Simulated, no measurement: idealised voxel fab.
voxel gate over fins: a process module
Square cell edge 5 nm, section width 280 nm, ID cut.
If you're reading a cross-section in this doc, picture square cells in a grid; it comes to you as bands, top ones listed first down to the bottom, and a band can be one or more rows of cells.
Basically the band line says how high the top is and how high the bottom is, in nm, and then what's in it from left to right, every material with its width in nm. Empty space shows up as "air", and if a single material carries "edge to edge" it runs the full band edge to edge.
For the purposes of this specification, 0 denotes the height below which the wafer in its as-received condition is composed wholly of one material, and the lowermost band, lacking a lower limit, extends downward without end, as expressed in "0 -> down".
Think of "30->40" as a width that walks from the first number to the second as you go down the band, top row to bottom row, taking equal-sized steps from row to row.
Reading "remains unaltered" for a step: not a cell of the cross-section changed in it.
In the "Closed void table" entry, you get each enclosed empty space of 8 cells or more, one with no open way to the top, written width x height at distance, distance from the left edge, in nm.
Heads up: the bit after the settings on a step's line is the simulator's remark on that step.
overlay nm: for a step with a mask, the amount by which the mask lay right of where it was planned; a negative amount means left of it.
So here's the lineup of process steps we planned
step 1: RECEIVE [material Si]
step 2: CONFORMAL_DEP [material SiN] [thk nm 5]
step 3: PATTERN [tone cover] [mask id FINS] [material resist] [width nm 15] [pitch nm 55] [thk nm 15] [overlay nm 0]
step 4: DIRECTIONAL_ETCH [etch materials SiN] [depth nm 5]
step 5: DIRECTIONAL_ETCH [etch materials Si] [depth nm 35]
step 6: STRIP [etch materials resist]
step 7: OXIDIZE [depth nm 5]
step 8: FILL_DEP [material SiO2] [thk nm 15]
step 9: CMP [height nm 5]
step 10: DIRECTIONAL_DEP [material aC] [thk nm 10]
step 11: PATTERN [tone open] [mask id RAIL] [material resist] [width nm 15] [thk nm 25] [overlay nm 0]
step 12: DIRECTIONAL_ETCH [etch materials aC] [depth nm 10]
step 13: STRIP [etch materials resist]
step 14: DIRECTIONAL_ETCH [etch materials SiO2] [depth nm 35]
step 15: STRIP [etch materials aC]
step 16: CONFORMAL_DEP [material TiN] [thk nm 5]
step 17: FILL_DEP [material W] [thk nm 5]
step 18: CMP [height nm 5]
step 19: SELECTIVE_ETCH [etch materials W Ru TiN] [depth nm 25]
step 20: FILL_DEP [material SiO2] [thk nm 5]
step 21: CMP [height nm 5]
step 22: SELECTIVE_ETCH [etch materials SiO2] [depth nm 15]
step 23: STRIP [etch materials SiN]
step 24: CONFORMAL_DEP [material HfO2] [thk nm 5]
step 25: CONFORMAL_DEP [material TiN] [thk nm 5]
step 26: CONFORMAL_DEP [material TiAl] [thk nm 5]
step 27: CONFORMAL_DEP [material TiN] [thk nm 5]
step 28: FILL_DEP [material W] [thk nm 15]
step 29: CMP [height nm 30]
step 30: CONFORMAL_DEP [material SiN] [thk nm 5]
As-received state of the wafer in cross-section, equivalent to post-step 1
0 -> down  Si edge to edge
Closed void table: none
The first of two wafers, cross-sectioned at the end of the module, with the run proceeding as planned
35 -> 30  SiN edge to edge
30 -> 20  W edge to edge
20 -> 15  60 of W, then 45 of TiN, then 10 of W, then 45 of TiN, then 10 of W, then 45 of TiN, then 65 of W
15 -> 10  60 of W, then 5 of TiN, then 35 of TiAl, then 5 of TiN, then 10 of W, then 5 of TiN, then 35 of TiAl, then 5 of TiN, then 10 of W, then 5 of TiN, then 35 of TiAl, then 5 of TiN, then 65 of W
10 -> 5  65 of TiN, then 5 of TiAl, then 25 of TiN, then 5 of TiAl, then 20 of TiN, then 5 of TiAl, then 25 of TiN, then 5 of TiAl, then 20 of TiN, then 5 of TiAl, then 25 of TiN, then 5 of TiAl, then 70 of TiN
5 -> 0  70 of TiAl, then 5 of TiN, then 15 of HfO2, then 5 of TiN, then 30 of TiAl, then 5 of TiN, then 15 of HfO2, then 5 of TiN, then 30 of TiAl, then 5 of TiN, then 15 of HfO2, then 5 of TiN, then 75 of TiAl
0 -> -5  75 of TiN, then 5 of HfO2, then 5 of Si, then 5 of HfO2, then 40 of TiN, then 5 of HfO2, then 5 of Si, then 5 of HfO2, then 40 of TiN, then 5 of HfO2, then 5 of Si, then 5 of HfO2, then 80 of TiN
-5 -> -10  80 of HfO2, then 5 of Si, then 50 of HfO2, then 5 of Si, then 50 of HfO2, then 5 of Si, then 85 of HfO2
-10 -> -20  80 of SiO2, then 5 of Si, then 50 of SiO2, then 5 of Si, then 50 of SiO2, then 5 of Si, then 85 of SiO2
-20 -> -25  80 of SiO2, then 5 of Si, then 15 of SiO2, then 5 of TiN, then 5 of W, then 5 of TiN, then 20 of SiO2, then 5 of Si, then 50 of SiO2, then 5 of Si, then 85 of SiO2
-25 -> -30  80 of SiO2, then 5 of Si, then 15 of SiO2, then 15 of TiN, then 20 of SiO2, then 5 of Si, then 50 of SiO2, then 5 of Si, then 85 of SiO2
-30 -> -40  80 of SiO2, then 5 of Si, then 50 of SiO2, then 5 of Si, then 50 of SiO2, then 5 of Si, then 85 of SiO2
-40 -> down  Si edge to edge
Closed void table: none
The second wafer, shown in cross-section after the module: started the same way as the first and given the same plan, yet one mistake crept into how it was run
35 -> 30  SiN edge to edge
30 -> 20  W edge to edge
20 -> 15  55 of W, then 45 of TiN, then 10 of W, then 45 of TiN, then 10 of W, then 45 of TiN, then 70 of W
15 -> 10  55 of W, then 5 of TiN, then 35 of TiAl, then 5 of TiN, then 10 of W, then 5 of TiN, then 35 of TiAl, then 5 of TiN, then 10 of W, then 5 of TiN, then 35 of TiAl, then 5 of TiN, then 70 of W
10 -> 5  60 of TiN, then 5 of TiAl, then 25 of TiN, then 5 of TiAl, then 20 of TiN, then 5 of TiAl, then 25 of TiN, then 5 of TiAl, then 20 of TiN, then 5 of TiAl, then 25 of TiN, then 5 of TiAl, then 75 of TiN
5 -> 0  65 of TiAl, then 5 of TiN, then 15 of HfO2, then 5 of TiN, then 30 of TiAl, then 5 of TiN, then 15 of HfO2, then 5 of TiN, then 30 of TiAl, then 5 of TiN, then 15 of HfO2, then 5 of TiN, then 80 of TiAl
0 -> -5  70 of TiN, then 5 of HfO2, then 5 of Si, then 5 of HfO2, then 40 of TiN, then 5 of HfO2, then 5 of Si, then 5 of HfO2, then 40 of TiN, then 5 of HfO2, then 5 of Si, then 5 of HfO2, then 85 of TiN
-5 -> -10  75 of HfO2, then 5 of Si, then 50 of HfO2, then 5 of Si, then 50 of HfO2, then 5 of Si, then 90 of HfO2
-10 -> -20  75 of SiO2, then 5 of Si, then 50 of SiO2, then 5 of Si, then 50 of SiO2, then 5 of Si, then 90 of SiO2
-20 -> -25  75 of SiO2, then 5 of Si, then 20 of SiO2, then 5 of TiN, then 5 of W, then 5 of TiN, then 15 of SiO2, then 5 of Si, then 50 of SiO2, then 5 of Si, then 90 of SiO2
-25 -> -30  75 of SiO2, then 5 of Si, then 20 of SiO2, then 15 of TiN, then 15 of SiO2, then 5 of Si, then 50 of SiO2, then 5 of Si, then 90 of SiO2
-30 -> -40  75 of SiO2, then 5 of Si, then 50 of SiO2, then 5 of Si, then 50 of SiO2, then 5 of Si, then 90 of SiO2
-40 -> down  Si edge to edge
Closed void table: none
Finding, execution versus plan: step 3 was processed under conditions differing from the plan, specifically as PATTERN [tone cover] [mask id FINS] [material resist] [width nm 15] [pitch nm 55] [thk nm 15] [overlay nm -5]
Comparing end states, the material composition by cell count is preserved from the first wafer to the second, while the locations of the cells are not.
